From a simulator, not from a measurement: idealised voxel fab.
The following process module bears the name voxel trench capacitor.
It is cross-section cut that appears here, measuring 205 nm in width, its square cells being 5 nm in size.
The cross-sections in this document take the form of a grid made of square cells. They are written out as bands, in order from top to bottom. Each band consists of one or more rows of cells. What a band's entry tells you: where the top is and where the bottom is, as heights in nm, and after that what lies inside, material by material from left to right, each with its width in nm. Empty space is written as the word "air", and a single material marked with the word "all across" occupies the band from edge to edge. Measure heights from 0. That's the level where, below it, the as-received wafer is all one material. The lowest band is bottomless and extends downward; write it as in "0 nm and below". Think of "30..40" as a width that walks from the first number to the second as you go down the band, top row to bottom row, taking equal-sized steps from row to row. Take "no change" at face value: in the step it is given for, the cross-section changed in none of its cells. Reported under the label "Closed cavities" are the empty spaces having no open way to the top and comprising 8 cells or more; the notation for each is width x height at distance, in which the distance is measured from the left edge and all three values are in nm. If you see something after the settings on a step's line, that's the simulator's own remark about that step. You can add "overlay nm" to a step's line. For a step with a mask, it describes how far the mask lay to the right of its planned position, and a negative number describes a lay to the left. What follows is a series of pairs. Each pair shows a cross-section before one process step and the cross-section after it, and the after view is drawn only down to the lowest band that changed. Beneath each pair is the step that lies between the two, with its settings. Pairs may come from different runs of this module on the same starting wafer, so a pair continues from the one above it only where its entry headed "Pre-step profile" says so.
Pre-step profile:
	20 nm to 10 nm: 50 air, then 15 aC, then 30 air, then 15 aC, then 30 air, then 15 aC, then 50 air
	10 nm to 0 nm: 50 air, then 15 SiN, then 30 air, then 15 SiN, then 30 air, then 15 SiN, then 50 air
	0 nm and below: Si all across
	Closed cavities: none
Post-Step Cross-Section:
	20 nm to 10 nm: 50 air, then 15 aC, then 30 air, then 15 aC, then 30 air, then 15 aC, then 50 air
	10 nm to 0 nm: 50 air, then 15 SiN, then 30 air, then 15 SiN, then 30 air, then 15 SiN, then 50 air
	0 nm to -40 nm: 50 air, then 15 Si, then 30 air, then 15 Si, then 30 air, then 15 Si, then 50 air
	For the remainder of the cross-section, below -40, there is no change.
	Closed cavities: none
Transition step, before and after shown above: DIRECTIONAL_ETCH: etch materials Si, depth nm 40
Pre-step profile: The initial state for this step is given by the after cross-section of the immediately preceding pair.
Post-Step Cross-Section:
	10 nm to 0 nm: 50 air, then 15 SiN, then 30 air, then 15 SiN, then 30 air, then 15 SiN, then 50 air
	For the remainder of the cross-section, below 0, there is no change.
	Closed cavities: none
Transition step, before and after shown above: STRIP: etch materials aC
Pre-step profile: The initial state for this step is given by the after cross-section of the immediately preceding pair.
Post-Step Cross-Section:
	15 nm to 10 nm: 45 air, then 25 Al2O3, then 20 air, then 25 Al2O3, then 20 air, then 25 Al2O3, then 45 air
	10 nm to 0 nm: 45 air, then 5 Al2O3, then 15 SiN, then 5 Al2O3, then 20 air, then 5 Al2O3, then 15 SiN, then 5 Al2O3, then 20 air, then 5 Al2O3, then 15 SiN, then 5 Al2O3, then 45 air
	0 nm to -35 nm: 45 air, then 5 Al2O3, then 15 Si, then 5 Al2O3, then 20 air, then 5 Al2O3, then 15 Si, then 5 Al2O3, then 20 air, then 5 Al2O3, then 15 Si, then 5 Al2O3, then 45 air
	-35 nm to -40 nm: 50 Al2O3, then 15 Si, then 30 Al2O3, then 15 Si, then 30 Al2O3, then 15 Si, then 50 Al2O3
	For the remainder of the cross-section, below -40, there is no change.
	Closed cavities: none
Transition step, before and after shown above: CONFORMAL_DEP: material Al2O3, thk nm 5
Pre-step profile: The initial state for this step is given by the after cross-section of the immediately preceding pair.
Post-Step Cross-Section:
	20 nm to 15 nm: polySi all across
	15 nm to 10 nm: 45 polySi, then 25 Al2O3, then 20 polySi, then 25 Al2O3, then 20 polySi, then 25 Al2O3, then 45 polySi
	10 nm to 0 nm: 45 polySi, then 5 Al2O3, then 15 SiN, then 5 Al2O3, then 20 polySi, then 5 Al2O3, then 15 SiN, then 5 Al2O3, then 20 polySi, then 5 Al2O3, then 15 SiN, then 5 Al2O3, then 45 polySi
	0 nm to -35 nm: 45 polySi, then 5 Al2O3, then 15 Si, then 5 Al2O3, then 20 polySi, then 5 Al2O3, then 15 Si, then 5 Al2O3, then 20 polySi, then 5 Al2O3, then 15 Si, then 5 Al2O3, then 45 polySi
	For the remainder of the cross-section, below -35, there is no change.
	Closed cavities: none
Transition step, before and after shown above: FILL_DEP: material polySi, thk nm 5
Pre-step profile: The initial state for this step is given by the after cross-section of the immediately preceding pair.
Post-Step Cross-Section:
	10 nm to 0 nm: 45 polySi, then 5 Al2O3, then 15 SiN, then 5 Al2O3, then 20 polySi, then 5 Al2O3, then 15 SiN, then 5 Al2O3, then 20 polySi, then 5 Al2O3, then 15 SiN, then 5 Al2O3, then 45 polySi
	For the remainder of the cross-section, below 0, there is no change.
	Closed cavities: none
Transition step, before and after shown above: CMP: height nm 10
